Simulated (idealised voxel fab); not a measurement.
Process module name: voxel wiring stack
Section shown: cut. Width: 160 nm. Cell size: 5 nm, square.
Reading order for cross-sections: top band down to bottom band. Underlying form: a grid of square cells. Band size: one or more rows of cells.
This entry defines a band. It first specifies the height of the band's top and the height of its bottom in nm, and then specifies the band's materials from left to right, stating each material with its width in nm. The word "throughout" identifies a single material that fills the band from edge to edge, while the word "air" identifies empty space.
We count height from 0. Below that, the starting wafer is all one material. The lowest band never ends at the bottom but goes on down; see "0..down" for how that is written.
So if you see something like "30..40" for the width, read it as the top row of the band sitting at the first number and the bottom row at the second, with every row in between moving by the same amount as the last.
Reading "no change" for a step: not a cell of the cross-section changed in it.
If an empty space has no open way to the top and is at least 8 cells in size, "Sealed void inventory" lists it, written width x height at distance, where distance is measured from the left edge and every value is in nm.
Anything after a step's settings on that line? It's the simulator's own note about the step.
"overlay nm" on a masked step: distance the mask lay right of its planned place, negative for left.
Note on reading: below, each pair holds a cross-section from before one process step and one from after it; the one from after shows only down to the lowest band that changed. Beneath the pair, the step in between is stated along with its settings. The pairs can stem from different runs of this module on the same starting wafer. Where a pair's entry headed "Geometry before processing" says so, and only there, that pair continues from the pair above it.

# Geometry before processing
	0..down: Si throughout
	Sealed void inventory: none

# As Processed
	15..0: SiO2 throughout
	Whatever lies below 0 is exactly as it was before.
	Sealed void inventory: none
Between the two cross-sections above, the process step reads CONFORMAL_DEP: material SiO2, thk nm 15

Geometry before processing: no separate figure, the pair right above already shows it after its step.

# As Processed
	20..15: TiN throughout
	Whatever lies below 15 is exactly as it was before.
	Sealed void inventory: none
Between the two cross-sections above, the process step reads DIRECTIONAL_DEP: material TiN, thk nm 5

Geometry before processing: no separate figure, the pair right above already shows it after its step.

# As Processed
	35..20: W throughout
	Whatever lies below 20 is exactly as it was before.
	Sealed void inventory: none
Between the two cross-sections above, the process step reads DIRECTIONAL_DEP: material W, thk nm 15

Geometry before processing: no separate figure, the pair right above already shows it after its step.

# As Processed
	45..35: aC throughout
	Whatever lies below 35 is exactly as it was before.
	Sealed void inventory: none
Between the two cross-sections above, the process step reads DIRECTIONAL_DEP: material aC, thk nm 10

Geometry before processing: no separate figure, the pair right above already shows it after its step.

# As Processed
	70..45: air: 45, resist: 20, air: 25, resist: 20, air: 50
	Whatever lies below 45 is exactly as it was before.
	Sealed void inventory: none
Between the two cross-sections above, the process step reads PATTERN: tone cover, mask id METAL_1, material resist, width nm 20, pitch nm 45, thk nm 25, overlay nm 0

Geometry before processing: no separate figure, the pair right above already shows it after its step.

# As Processed
	60..45: air: 45, resist: 20, air: 25, resist: 20, air: 50
	45..35: air: 45, aC: 20, air: 25, aC: 20, air: 50
	Whatever lies below 35 is exactly as it was before.
	Sealed void inventory: none
Between the two cross-sections above, the process step reads DIRECTIONAL_ETCH: etch materials aC, depth nm 10

Geometry before processing: no separate figure, the pair right above already shows it after its step.

# As Processed
	45..35: air: 45, aC: 20, air: 25, aC: 20, air: 50
	Whatever lies below 35 is exactly as it was before.
	Sealed void inventory: none
Between the two cross-sections above, the process step reads STRIP: etch materials resist

Geometry before processing: no separate figure, the pair right above already shows it after its step.

# As Processed
	45..35: air: 45, aC: 20, air: 25, aC: 20, air: 50
	35..20: air: 45, W: 20, air: 25, W: 20, air: 50
	Whatever lies below 20 is exactly as it was before.
	Sealed void inventory: none
Between the two cross-sections above, the process step reads DIRECTIONAL_ETCH: etch materials W, depth nm 15

Geometry before processing: no separate figure, the pair right above already shows it after its step.

# As Processed
	45..35: air: 45, aC: 20, air: 25, aC: 20, air: 50
	35..20: air: 45, W: 20, air: 25, W: 20, air: 50
	20..15: air: 45, TiN: 20, air: 25, TiN: 20, air: 50
	Whatever lies below 15 is exactly as it was before.
	Sealed void inventory: none
Between the two cross-sections above, the process step reads DIRECTIONAL_ETCH: etch materials TiN, depth nm 5

Geometry before processing: no separate figure, the pair right above already shows it after its step.

# As Processed
	35..20: air: 45, W: 20, air: 25, W: 20, air: 50
	Whatever lies below 20 is exactly as it was before.
	Sealed void inventory: none
Between the two cross-sections above, the process step reads STRIP: etch materials aC

Geometry before processing: no separate figure, the pair right above already shows it after its step.

# As Processed
	40..35: air: 40, SiN: 30, air: 15, SiN: 30, air: 45
	35..20: air: 40, SiN: 5, W: 20, SiN: 5, air: 15, SiN: 5, W: 20, SiN: 5, air: 45
	20..15: SiN: 45, TiN: 20, SiN: 25, TiN: 20, SiN: 50
	Whatever lies below 15 is exactly as it was before.
	Sealed void inventory: none
Between the two cross-sections above, the process step reads CONFORMAL_DEP: material SiN, thk nm 5

Geometry before processing: no separate figure, the pair right above already shows it after its step.

# As Processed
	50..40: lowk throughout
	40..35: lowk: 40, SiN: 30, lowk: 15, SiN: 30, lowk: 45
	35..20: lowk: 40, SiN: 5, W: 20, SiN: 5, lowk: 15, SiN: 5, W: 20, SiN: 5, lowk: 45
	Whatever lies below 20 is exactly as it was before.
	Sealed void inventory: none
Between the two cross-sections above, the process step reads FILL_DEP: material lowk, thk nm 10

Geometry before processing: no separate figure, the pair right above already shows it after its step.

# As Processed
	35..20: lowk: 40, SiN: 5, W: 20, SiN: 5, lowk: 15, SiN: 5, W: 20, SiN: 5, lowk: 45
	Whatever lies below 20 is exactly as it was before.
	Sealed void inventory: none
Between the two cross-sections above, the process step reads CMP: height nm 35

Geometry before processing: no separate figure, the pair right above already shows it after its step.

# As Processed
	40..35: SiCN throughout
	Whatever lies below 35 is exactly as it was before.
	Sealed void inventory: none
Between the two cross-sections above, the process step reads CONFORMAL_DEP: material SiCN, thk nm 5

Geometry before processing: no separate figure, the pair right above already shows it after its step.

# As Processed
	60..40: lowk throughout
	Whatever lies below 40 is exactly as it was before.
	Sealed void inventory: none
Between the two cross-sections above, the process step reads DIRECTIONAL_DEP: material lowk, thk nm 20

Geometry before processing: no separate figure, the pair right above already shows it after its step.

# As Processed
	75..60: resist: 45, air: 15, resist: 100
	Whatever lies below 60 is exactly as it was before.
	Sealed void inventory: none
Between the two cross-sections above, the process step reads PATTERN: tone open, mask id PLUG_1, material resist, width nm 15, thk nm 15, overlay nm 0

Geometry before processing: no separate figure, the pair right above already shows it after its step.

# As Processed
	75..60: resist: 45, air: 15, resist: 100
	60..40: lowk: 45, air: 15, lowk: 100
	Whatever lies below 40 is exactly as it was before.
	Sealed void inventory: none
Between the two cross-sections above, the process step reads DIRECTIONAL_ETCH: etch materials lowk, depth nm 20

Geometry before processing: no separate figure, the pair right above already shows it after its step.

# As Processed
	75..60: resist: 45, air: 15, resist: 100
	60..40: lowk: 45, air: 15, lowk: 100
	40..35: SiCN: 45, air: 15, SiCN: 100
	Whatever lies below 35 is exactly as it was before.
	Sealed void inventory: none
Between the two cross-sections above, the process step reads DIRECTIONAL_ETCH: etch materials SiCN, depth nm 5

Geometry before processing: no separate figure, the pair right above already shows it after its step.

# As Processed
	60..40: lowk: 45, air: 15, lowk: 100
	Whatever lies below 40 is exactly as it was before.
	Sealed void inventory: none
Between the two cross-sections above, the process step reads STRIP: etch materials resist

Geometry before processing: no separate figure, the pair right above already shows it after its step.

# As Processed
	65..60: TiN: 50, air: 5, TiN: 105
	60..40: lowk: 45, TiN: 5, air: 5, TiN: 5, lowk: 100
	40..35: SiCN: 45, TiN: 15, SiCN: 100
	Whatever lies below 35 is exactly as it was before.
	Sealed void inventory: none
Between the two cross-sections above, the process step reads CONFORMAL_DEP: material TiN, thk nm 5

Geometry before processing: no separate figure, the pair right above already shows it after its step.

# As Processed
	70..65: W throughout
	65..60: TiN: 50, W: 5, TiN: 105
	60..40: lowk: 45, TiN: 5, W: 5, TiN: 5, lowk: 100
	Whatever lies below 40 is exactly as it was before.
	Sealed void inventory: none
Between the two cross-sections above, the process step reads FILL_DEP: material W, thk nm 5

Geometry before processing: no separate figure, the pair right above already shows it after its step.

# As Processed
	60..40: lowk: 45, TiN: 5, W: 5, TiN: 5, lowk: 100
	Whatever lies below 40 is exactly as it was before.
	Sealed void inventory: none
Between the two cross-sections above, the process step reads CMP: height nm 60

Geometry before processing: no separate figure, the pair right above already shows it after its step.

# As Processed
	65..60: SiN throughout
	Whatever lies below 60 is exactly as it was before.
	Sealed void inventory: none
Between the two cross-sections above, the process step reads CONFORMAL_DEP: material SiN, thk nm 5

Geometry before processing: no separate figure, the pair right above already shows it after its step.

# As Processed
	85..65: lowk throughout
	Whatever lies below 65 is exactly as it was before.
	Sealed void inventory: none
Between the two cross-sections above, the process step reads DIRECTIONAL_DEP: material lowk, thk nm 20

Geometry before processing: no separate figure, the pair right above already shows it after its step.

# As Processed
	100..85: resist: 45, air: 20, resist: 25, air: 20, resist: 50
	Whatever lies below 85 is exactly as it was before.
	Sealed void inventory: none
Between the two cross-sections above, the process step reads PATTERN: tone open, mask id METAL_2, material resist, width nm 20, pitch nm 45, thk nm 15, overlay nm 0

Geometry before processing: no separate figure, the pair right above already shows it after its step.

# As Processed
	100..85: resist: 45, air: 20, resist: 25, air: 20, resist: 50
	85..65: lowk: 45, air: 20, lowk: 25, air: 20, lowk: 50
	Whatever lies below 65 is exactly as it was before.
	Sealed void inventory: none
Between the two cross-sections above, the process step reads DIRECTIONAL_ETCH: etch materials lowk, depth nm 20

Geometry before processing: no separate figure, the pair right above already shows it after its step.

# As Processed
	100..85: resist: 45, air: 20, resist: 25, air: 20, resist: 50
	85..65: lowk: 45, air: 20, lowk: 25, air: 20, lowk: 50
	65..60: SiN: 45, air: 20, SiN: 25, air: 20, SiN: 50
	Whatever lies below 60 is exactly as it was before.
	Sealed void inventory: none
Between the two cross-sections above, the process step reads DIRECTIONAL_ETCH: etch materials SiN, depth nm 5

Geometry before processing: no separate figure, the pair right above already shows it after its step.

# As Processed
	85..65: lowk: 45, air: 20, lowk: 25, air: 20, lowk: 50
	Whatever lies below 65 is exactly as it was before.
	Sealed void inventory: none
Between the two cross-sections above, the process step reads STRIP: etch materials resist

Geometry before processing: no separate figure, the pair right above already shows it after its step.

# As Processed
	90..85: TiN: 50, air: 10, TiN: 35, air: 10, TiN: 55
	85..65: lowk: 45, TiN: 5, air: 10, TiN: 5, lowk: 25, TiN: 5, air: 10, TiN: 5, lowk: 50
	65..60: SiN: 45, TiN: 20, SiN: 25, TiN: 20, SiN: 50
	Whatever lies below 60 is exactly as it was before.
	Sealed void inventory: none
Between the two cross-sections above, the process step reads CONFORMAL_DEP: material TiN, thk nm 5

Geometry before processing: no separate figure, the pair right above already shows it after its step.

# As Processed
	95..90: Ru throughout
	90..85: TiN: 50, Ru: 10, TiN: 35, Ru: 10, TiN: 55
	85..65: lowk: 45, TiN: 5, Ru: 10, TiN: 5, lowk: 25, TiN: 5, Ru: 10, TiN: 5, lowk: 50
	Whatever lies below 65 is exactly as it was before.
	Sealed void inventory: none
Between the two cross-sections above, the process step reads FILL_DEP: material Ru, thk nm 5

Geometry before processing: no separate figure, the pair right above already shows it after its step.

# As Processed
	85..65: lowk: 45, TiN: 5, Ru: 10, TiN: 5, lowk: 25, TiN: 5, Ru: 10, TiN: 5, lowk: 50
	Whatever lies below 65 is exactly as it was before.
	Sealed void inventory: none
Between the two cross-sections above, the process step reads CMP: height nm 85

Geometry before processing: no separate figure, the pair right above already shows it after its step.

# As Processed
	90..85: SiCN throughout
	Whatever lies below 85 is exactly as it was before.
	Sealed void inventory: none
Between the two cross-sections above, the process step reads CONFORMAL_DEP: material SiCN, thk nm 5

Geometry before processing: no separate figure, the pair right above already shows it after its step.

# As Processed
	100..90: lowk throughout
	Whatever lies below 90 is exactly as it was before.
	Sealed void inventory: none
Between the two cross-sections above, the process step reads DIRECTIONAL_DEP: material lowk, thk nm 10

Geometry before processing: no separate figure, the pair right above already shows it after its step.

# As Processed
	100..90: lowk: 45, air: 15, lowk: 30, air: 15, lowk: 55
	Whatever lies below 90 is exactly as it was before.
	Sealed void inventory: none
Between the two cross-sections above, the process step reads MASKED_ETCH: tone open, mask id PLUG_2, width nm 15, pitch nm 45, etch materials lowk, depth nm 10, overlay nm 0

Geometry before processing: no separate figure, the pair right above already shows it after its step.

# As Processed
	100..90: lowk: 45, air: 15, lowk: 30, air: 15, lowk: 55
	90..85: SiCN: 45, air: 15, SiCN: 30, air: 15, SiCN: 55
	Whatever lies below 85 is exactly as it was before.
	Sealed void inventory: none
Between the two cross-sections above, the process step reads MASKED_ETCH: tone open, mask id PLUG_2, width nm 15, pitch nm 45, etch materials SiCN, depth nm 5, overlay nm 0

Geometry before processing: no separate figure, the pair right above already shows it after its step.

# As Processed
	100..95: lowk: 45, air: 15, lowk: 30, air: 15, lowk: 55
	95..90: lowk: 45, Ru: 15, lowk: 30, Ru: 15, lowk: 55
	90..85: SiCN: 45, Ru: 15, SiCN: 30, Ru: 15, SiCN: 55
	Whatever lies below 85 is exactly as it was before.
	Sealed void inventory: none
Between the two cross-sections above, the process step reads EPI: material Ru, thk nm 10

Geometry before processing: no separate figure, the pair right above already shows it after its step.

# As Processed
	100..90: lowk: 45, Ru: 15, lowk: 30, Ru: 15, lowk: 55
	Whatever lies below 90 is exactly as it was before.
	Sealed void inventory: none
Between the two cross-sections above, the process step reads EPI: material Ru, thk nm 5

Geometry before processing: no separate figure, the pair right above already shows it after its step.

# As Processed
	105..100: SiCN throughout
	Whatever lies below 100 is exactly as it was before.
	Sealed void inventory: none
Between the two cross-sections above, the process step reads CONFORMAL_DEP: material SiCN, thk nm 5

Geometry before processing: no separate figure, the pair right above already shows it after its step.

# As Processed
	125..105: SiO2 throughout
	Whatever lies below 105 is exactly as it was before.
	Sealed void inventory: none
Between the two cross-sections above, the process step reads DIRECTIONAL_DEP: material SiO2, thk nm 20

Geometry before processing: no separate figure, the pair right above already shows it after its step.

# As Processed
	145..125: resist: 45, air: 20, resist: 25, air: 20, resist: 50
	Whatever lies below 125 is exactly as it was before.
	Sealed void inventory: none
Between the two cross-sections above, the process step reads PATTERN: tone open, mask id METAL_3, material resist, width nm 20, pitch nm 45, thk nm 20, overlay nm 0

Geometry before processing: no separate figure, the pair right above already shows it after its step.

# As Processed
	145..125: resist: 45, air: 20, resist: 25, air: 20, resist: 50
	125..105: SiO2: 45, air: 20, SiO2: 25, air: 20, SiO2: 50
	Whatever lies below 105 is exactly as it was before.
	Sealed void inventory: none
Between the two cross-sections above, the process step reads DIRECTIONAL_ETCH: etch materials SiO2, depth nm 20

Geometry before processing: no separate figure, the pair right above already shows it after its step.

# As Processed
	145..125: resist: 45, air: 20, resist: 25, air: 20, resist: 50
	125..105: SiO2: 45, air: 20, SiO2: 25, air: 20, SiO2: 50
	105..100: SiCN: 45, air: 20, SiCN: 25, air: 20, SiCN: 50
	Whatever lies below 100 is exactly as it was before.
	Sealed void inventory: none
Between the two cross-sections above, the process step reads DIRECTIONAL_ETCH: etch materials SiCN, depth nm 5

Geometry before processing: no separate figure, the pair right above already shows it after its step.

# As Processed
	125..105: SiO2: 45, air: 20, SiO2: 25, air: 20, SiO2: 50
	Whatever lies below 105 is exactly as it was before.
	Sealed void inventory: none
Between the two cross-sections above, the process step reads STRIP: etch materials resist

Geometry before processing: no separate figure, the pair right above already shows it after its step.

# As Processed
	130..125: TiN: 50, air: 10, TiN: 35, air: 10, TiN: 55
	125..105: SiO2: 45, TiN: 5, air: 10, TiN: 5, SiO2: 25, TiN: 5, air: 10, TiN: 5, SiO2: 50
	105..100: SiCN: 45, TiN: 20, SiCN: 25, TiN: 20, SiCN: 50
	Whatever lies below 100 is exactly as it was before.
	Sealed void inventory: none
Between the two cross-sections above, the process step reads CONFORMAL_DEP: material TiN, thk nm 5

Geometry before processing: no separate figure, the pair right above already shows it after its step.

# As Processed
	135..130: Cu throughout
	130..125: TiN: 50, Cu: 10, TiN: 35, Cu: 10, TiN: 55
	125..105: SiO2: 45, TiN: 5, Cu: 10, TiN: 5, SiO2: 25, TiN: 5, Cu: 10, TiN: 5, SiO2: 50
	Whatever lies below 105 is exactly as it was before.
	Sealed void inventory: none
Between the two cross-sections above, the process step reads FILL_DEP: material Cu, thk nm 5

Geometry before processing: no separate figure, the pair right above already shows it after its step.

# As Processed
	125..105: SiO2: 45, TiN: 5, Cu: 10, TiN: 5, SiO2: 25, TiN: 5, Cu: 10, TiN: 5, SiO2: 50
	Whatever lies below 105 is exactly as it was before.
	Sealed void inventory: none
Between the two cross-sections above, the process step reads CMP: height nm 125

Geometry before processing: no separate figure, the pair right above already shows it after its step.

# As Processed
	130..125: air: 40, Ru: 30, air: 15, Ru: 30, air: 45
	Whatever lies below 125 is exactly as it was before.
	Sealed void inventory: none
Between the two cross-sections above, the process step reads EPI: material Ru, thk nm 5

Geometry before processing: no separate figure, the pair right above already shows it after its step.

# As Processed
	135..130: SiCN throughout
	130..125: SiCN: 40, Ru: 30, SiCN: 15, Ru: 30, SiCN: 45
	Whatever lies below 125 is exactly as it was before.
	Sealed void inventory: none
Between the two cross-sections above, the process step reads FILL_DEP: material SiCN, thk nm 5

# Geometry before processing
	100..90: lowk: 45, Ru: 15, lowk: 30, Ru: 15, lowk: 55
	90..85: SiCN: 45, Ru: 15, SiCN: 30, Ru: 15, SiCN: 55
	85..65: lowk: 45, TiN: 5, Ru: 10, TiN: 5, lowk: 25, TiN: 5, Ru: 10, TiN: 5, lowk: 50
	65..60: SiN: 45, TiN: 20, SiN: 25, TiN: 20, SiN: 50
	60..40: lowk: 45, TiN: 5, W: 5, TiN: 5, lowk: 100
	40..35: SiCN: 45, TiN: 15, SiCN: 100
	35..20: lowk: 40, SiN: 5, W: 20, SiN: 5, lowk: 15, SiN: 5, W: 20, SiN: 5, lowk: 45
	20..15: SiN: 45, TiN: 20, SiN: 25, TiN: 20, SiN: 50
	15..0: SiO2 throughout
	0..down: Si throughout
	Sealed void inventory: none

# As Processed
	120..100: SiO2 throughout
	Whatever lies below 100 is exactly as it was before.
	Sealed void inventory: none
Between the two cross-sections above, the process step reads DIRECTIONAL_DEP: material SiO2, thk nm 20

Geometry before processing: no separate figure, the pair right above already shows it after its step.

# As Processed
	140..120: resist: 45, air: 20, resist: 25, air: 20, resist: 50
	Whatever lies below 120 is exactly as it was before.
	Sealed void inventory: none
Between the two cross-sections above, the process step reads PATTERN: tone open, mask id METAL_3, material resist, width nm 20, pitch nm 45, thk nm 20, overlay nm 0

Geometry before processing: no separate figure, the pair right above already shows it after its step.

# As Processed
	140..120: resist: 45, air: 20, resist: 25, air: 20, resist: 50
	120..100: SiO2: 45, air: 20, SiO2: 25, air: 20, SiO2: 50
	Whatever lies below 100 is exactly as it was before.
	Sealed void inventory: none
Between the two cross-sections above, the process step reads DIRECTIONAL_ETCH: etch materials SiO2, depth nm 20

Geometry before processing: no separate figure, the pair right above already shows it after its step.

# As Processed
	120..100: SiO2: 45, air: 20, SiO2: 25, air: 20, SiO2: 50
	Whatever lies below 100 is exactly as it was before.
	Sealed void inventory: none
Between the two cross-sections above, the process step reads STRIP: etch materials resist

Geometry before processing: no separate figure, the pair right above already shows it after its step.

# As Processed
	125..120: TiN: 50, air: 10, TiN: 35, air: 10, TiN: 55
	120..105: SiO2: 45, TiN: 5, air: 10, TiN: 5, SiO2: 25, TiN: 5, air: 10, TiN: 5, SiO2: 50
	105..100: SiO2: 45, TiN: 20, SiO2: 25, TiN: 20, SiO2: 50
	Whatever lies below 100 is exactly as it was before.
	Sealed void inventory: none
Between the two cross-sections above, the process step reads CONFORMAL_DEP: material TiN, thk nm 5

Geometry before processing: no separate figure, the pair right above already shows it after its step.

# As Processed
	130..125: Cu throughout
	125..120: TiN: 50, Cu: 10, TiN: 35, Cu: 10, TiN: 55
	120..105: SiO2: 45, TiN: 5, Cu: 10, TiN: 5, SiO2: 25, TiN: 5, Cu: 10, TiN: 5, SiO2: 50
	Whatever lies below 105 is exactly as it was before.
	Sealed void inventory: none
Between the two cross-sections above, the process step reads FILL_DEP: material Cu, thk nm 5

Geometry before processing: no separate figure, the pair right above already shows it after its step.

# As Processed
	125..120: TiN: 50, Cu: 10, TiN: 35, Cu: 10, TiN: 55
	Whatever lies below 120 is exactly as it was before.
	Sealed void inventory: none
Between the two cross-sections above, the process step reads CMP: height nm 125

Geometry before processing: no separate figure, the pair right above already shows it after its step.

# As Processed
	130..125: Ru throughout
	Whatever lies below 125 is exactly as it was before.
	Sealed void inventory: none
Between the two cross-sections above, the process step reads EPI: material Ru, thk nm 5

Geometry before processing: no separate figure, the pair right above already shows it after its step.

# As Processed
	135..130: SiCN throughout
	Whatever lies below 130 is exactly as it was before.
	Sealed void inventory: none
Between the two cross-sections above, the process step reads FILL_DEP: material SiCN, thk nm 5

# Geometry before processing
	100..95: lowk: 45, air: 15, lowk: 30, air: 15, lowk: 55
	95..90: lowk: 45, Ru: 15, lowk: 30, Ru: 15, lowk: 55
	90..85: SiCN: 45, Ru: 15, SiCN: 30, Ru: 15, SiCN: 55
	85..65: lowk: 45, TiN: 5, Ru: 10, TiN: 5, lowk: 25, TiN: 5, Ru: 10, TiN: 5, lowk: 50
	65..60: SiN: 45, TiN: 20, SiN: 25, TiN: 20, SiN: 50
	60..40: lowk: 45, TiN: 5, W: 5, TiN: 5, lowk: 100
	40..35: SiCN: 45, TiN: 15, SiCN: 100
	35..20: lowk: 40, SiN: 5, W: 20, SiN: 5, lowk: 15, SiN: 5, W: 20, SiN: 5, lowk: 45
	20..15: SiN: 45, TiN: 20, SiN: 25, TiN: 20, SiN: 50
	15..0: SiO2 throughout
	0..down: Si throughout
	Sealed void inventory: none

# As Processed
	105..100: air: 40, Ru: 25, air: 20, Ru: 25, air: 50
	100..90: lowk: 45, Ru: 15, lowk: 30, Ru: 15, lowk: 55
	Whatever lies below 90 is exactly as it was before.
	Sealed void inventory: none
Between the two cross-sections above, the process step reads EPI: material Ru, thk nm 10

Geometry before processing: no separate figure, the pair right above already shows it after its step.

# As Processed
	110..100: air: 35, Ru: 35, air: 10, Ru: 35, air: 45
	Whatever lies below 100 is exactly as it was before.
	Sealed void inventory: none
Between the two cross-sections above, the process step reads EPI: material Ru, thk nm 5

Geometry before processing: no separate figure, the pair right above already shows it after its step.

# As Processed
	115..110: air: 30, SiCN: 90, air: 40
	110..105: air: 30, SiCN: 5, Ru: 35, SiCN: 10, Ru: 35, SiCN: 5, air: 40
	105..100: SiCN: 35, Ru: 35, SiCN: 10, Ru: 35, SiCN: 45
	Whatever lies below 100 is exactly as it was before.
	Sealed void inventory: none
Between the two cross-sections above, the process step reads CONFORMAL_DEP: material SiCN, thk nm 5

Geometry before processing: no separate figure, the pair right above already shows it after its step.

# As Processed
	135..125: air: 30, SiO2: 90, air: 40
	125..115: SiO2 throughout
	115..110: SiO2: 30, SiCN: 90, SiO2: 40
	110..105: SiO2: 30, SiCN: 5, Ru: 35, SiCN: 10, Ru: 35, SiCN: 5, SiO2: 40
	Whatever lies below 105 is exactly as it was before.
	Sealed void inventory: none
Between the two cross-sections above, the process step reads DIRECTIONAL_DEP: material SiO2, thk nm 20

Geometry before processing: no separate figure, the pair right above already shows it after its step.

# As Processed
	155..135: resist: 45, air: 20, resist: 25, air: 20, resist: 50
	135..125: resist: 30, SiO2: 90, resist: 40
	Whatever lies below 125 is exactly as it was before.
	Sealed void inventory: none
Between the two cross-sections above, the process step reads PATTERN: tone open, mask id METAL_3, material resist, width nm 20, pitch nm 45, thk nm 20, overlay nm 0

Geometry before processing: no separate figure, the pair right above already shows it after its step.

# As Processed
	155..135: resist: 45, air: 20, resist: 25, air: 20, resist: 50
	135..125: resist: 30, SiO2: 15, air: 20, SiO2: 25, air: 20, SiO2: 10, resist: 40
	125..115: SiO2: 45, air: 20, SiO2: 25, air: 20, SiO2: 50
	Whatever lies below 115 is exactly as it was before.
	Sealed void inventory: none
Between the two cross-sections above, the process step reads DIRECTIONAL_ETCH: etch materials SiO2, depth nm 20

Geometry before processing: no separate figure, the pair right above already shows it after its step.

# As Processed
	155..135: resist: 45, air: 20, resist: 25, air: 20, resist: 50
	135..125: resist: 30, SiO2: 15, air: 20, SiO2: 25, air: 20, SiO2: 10, resist: 40
	125..115: SiO2: 45, air: 20, SiO2: 25, air: 20, SiO2: 50
	115..110: SiO2: 30, SiCN: 15, air: 20, SiCN: 25, air: 20, SiCN: 10, SiO2: 40
	Whatever lies below 110 is exactly as it was before.
	Sealed void inventory: none
Between the two cross-sections above, the process step reads DIRECTIONAL_ETCH: etch materials SiCN, depth nm 5

Geometry before processing: no separate figure, the pair right above already shows it after its step.

# As Processed
	135..125: air: 30, SiO2: 15, air: 20, SiO2: 25, air: 20, SiO2: 10, air: 40
	Whatever lies below 125 is exactly as it was before.
	Sealed void inventory: none
Between the two cross-sections above, the process step reads STRIP: etch materials resist

Geometry before processing: no separate figure, the pair right above already shows it after its step.

# As Processed
	140..135: air: 25, TiN: 25, air: 10, TiN: 35, air: 10, TiN: 20, air: 35
	135..130: air: 25, TiN: 5, SiO2: 15, TiN: 5, air: 10, TiN: 5, SiO2: 25, TiN: 5, air: 10, TiN: 5, SiO2: 10, TiN: 5, air: 35
	130..125: TiN: 30, SiO2: 15, TiN: 5, air: 10, TiN: 5, SiO2: 25, TiN: 5, air: 10, TiN: 5, SiO2: 10, TiN: 40
	125..115: SiO2: 45, TiN: 5, air: 10, TiN: 5, SiO2: 25, TiN: 5, air: 10, TiN: 5, SiO2: 50
	115..110: SiO2: 30, SiCN: 15, TiN: 20, SiCN: 25, TiN: 20, SiCN: 10, SiO2: 40
	Whatever lies below 110 is exactly as it was before.
	Sealed void inventory: none
Between the two cross-sections above, the process step reads CONFORMAL_DEP: material TiN, thk nm 5

Geometry before processing: no separate figure, the pair right above already shows it after its step.

# As Processed
	145..140: Cu throughout
	140..135: Cu: 25, TiN: 25, Cu: 10, TiN: 35, Cu: 10, TiN: 20, Cu: 35
	135..130: Cu: 25, TiN: 5, SiO2: 15, TiN: 5, Cu: 10, TiN: 5, SiO2: 25, TiN: 5, Cu: 10, TiN: 5, SiO2: 10, TiN: 5, Cu: 35
	130..125: TiN: 30, SiO2: 15, TiN: 5, Cu: 10, TiN: 5, SiO2: 25, TiN: 5, Cu: 10, TiN: 5, SiO2: 10, TiN: 40
	125..115: SiO2: 45, TiN: 5, Cu: 10, TiN: 5, SiO2: 25, TiN: 5, Cu: 10, TiN: 5, SiO2: 50
	Whatever lies below 115 is exactly as it was before.
	Sealed void inventory: none
Between the two cross-sections above, the process step reads FILL_DEP: material Cu, thk nm 5

Geometry before processing: no separate figure, the pair right above already shows it after its step.

# As Processed
	125..115: SiO2: 45, TiN: 5, Cu: 10, TiN: 5, SiO2: 25, TiN: 5, Cu: 10, TiN: 5, SiO2: 50
	Whatever lies below 115 is exactly as it was before.
	Sealed void inventory: none
Between the two cross-sections above, the process step reads CMP: height nm 125

Geometry before processing: no separate figure, the pair right above already shows it after its step.

# As Processed
	130..125: air: 40, Ru: 30, air: 15, Ru: 30, air: 45
	Whatever lies below 125 is exactly as it was before.
	Sealed void inventory: none
Between the two cross-sections above, the process step reads EPI: material Ru, thk nm 5

Geometry before processing: no separate figure, the pair right above already shows it after its step.

# As Processed
	135..130: SiCN throughout
	130..125: SiCN: 40, Ru: 30, SiCN: 15, Ru: 30, SiCN: 45
	Whatever lies below 125 is exactly as it was before.
	Sealed void inventory: none
Between the two cross-sections above, the process step reads FILL_DEP: material SiCN, thk nm 5

# Geometry before processing
	15..0: SiO2 throughout
	0..down: Si throughout
	Sealed void inventory: none

# As Processed
	30..15: W throughout
	Whatever lies below 15 is exactly as it was before.
	Sealed void inventory: none
Between the two cross-sections above, the process step reads DIRECTIONAL_DEP: material W, thk nm 15

Geometry before processing: no separate figure, the pair right above already shows it after its step.

# As Processed
	35..30: TiN throughout
	Whatever lies below 30 is exactly as it was before.
	Sealed void inventory: none
Between the two cross-sections above, the process step reads DIRECTIONAL_DEP: material TiN, thk nm 5

Geometry before processing: no separate figure, the pair right above already shows it after its step.

# As Processed
	45..35: aC throughout
	Whatever lies below 35 is exactly as it was before.
	Sealed void inventory: none
Between the two cross-sections above, the process step reads DIRECTIONAL_DEP: material aC, thk nm 10

Geometry before processing: no separate figure, the pair right above already shows it after its step.

# As Processed
	70..45: air: 45, resist: 20, air: 25, resist: 20, air: 50
	Whatever lies below 45 is exactly as it was before.
	Sealed void inventory: none
Between the two cross-sections above, the process step reads PATTERN: tone cover, mask id METAL_1, material resist, width nm 20, pitch nm 45, thk nm 25, overlay nm 0

Geometry before processing: no separate figure, the pair right above already shows it after its step.

# As Processed
	60..45: air: 45, resist: 20, air: 25, resist: 20, air: 50
	45..35: air: 45, aC: 20, air: 25, aC: 20, air: 50
	Whatever lies below 35 is exactly as it was before.
	Sealed void inventory: none
Between the two cross-sections above, the process step reads DIRECTIONAL_ETCH: etch materials aC, depth nm 10

Geometry before processing: no separate figure, the pair right above already shows it after its step.

# As Processed
	45..35: air: 45, aC: 20, air: 25, aC: 20, air: 50
	Whatever lies below 35 is exactly as it was before.
	Sealed void inventory: none
Between the two cross-sections above, the process step reads STRIP: etch materials resist

Geometry before processing: no separate figure, the pair right above already shows it after its step.

# As Processed
	45..35: air: 45, aC: 20, air: 25, aC: 20, air: 50
	35..30: air: 45, TiN: 20, air: 25, TiN: 20, air: 50
	Whatever lies below 30 is exactly as it was before.
	Sealed void inventory: none
Between the two cross-sections above, the process step reads DIRECTIONAL_ETCH: etch materials TiN, depth nm 5

Geometry before processing: no separate figure, the pair right above already shows it after its step.

# As Processed
	35..30: air: 45, TiN: 20, air: 25, TiN: 20, air: 50
	Whatever lies below 30 is exactly as it was before.
	Sealed void inventory: none
Between the two cross-sections above, the process step reads STRIP: etch materials aC

Geometry before processing: no separate figure, the pair right above already shows it after its step.

# As Processed
	40..35: air: 40, SiN: 30, air: 15, SiN: 30, air: 45
	35..30: SiN: 45, TiN: 20, SiN: 25, TiN: 20, SiN: 50
	Whatever lies below 30 is exactly as it was before.
	Sealed void inventory: none
Between the two cross-sections above, the process step reads CONFORMAL_DEP: material SiN, thk nm 5

Geometry before processing: no separate figure, the pair right above already shows it after its step.

# As Processed
	50..40: lowk throughout
	40..35: lowk: 40, SiN: 30, lowk: 15, SiN: 30, lowk: 45
	Whatever lies below 35 is exactly as it was before.
	Sealed void inventory: none
Between the two cross-sections above, the process step reads FILL_DEP: material lowk, thk nm 10
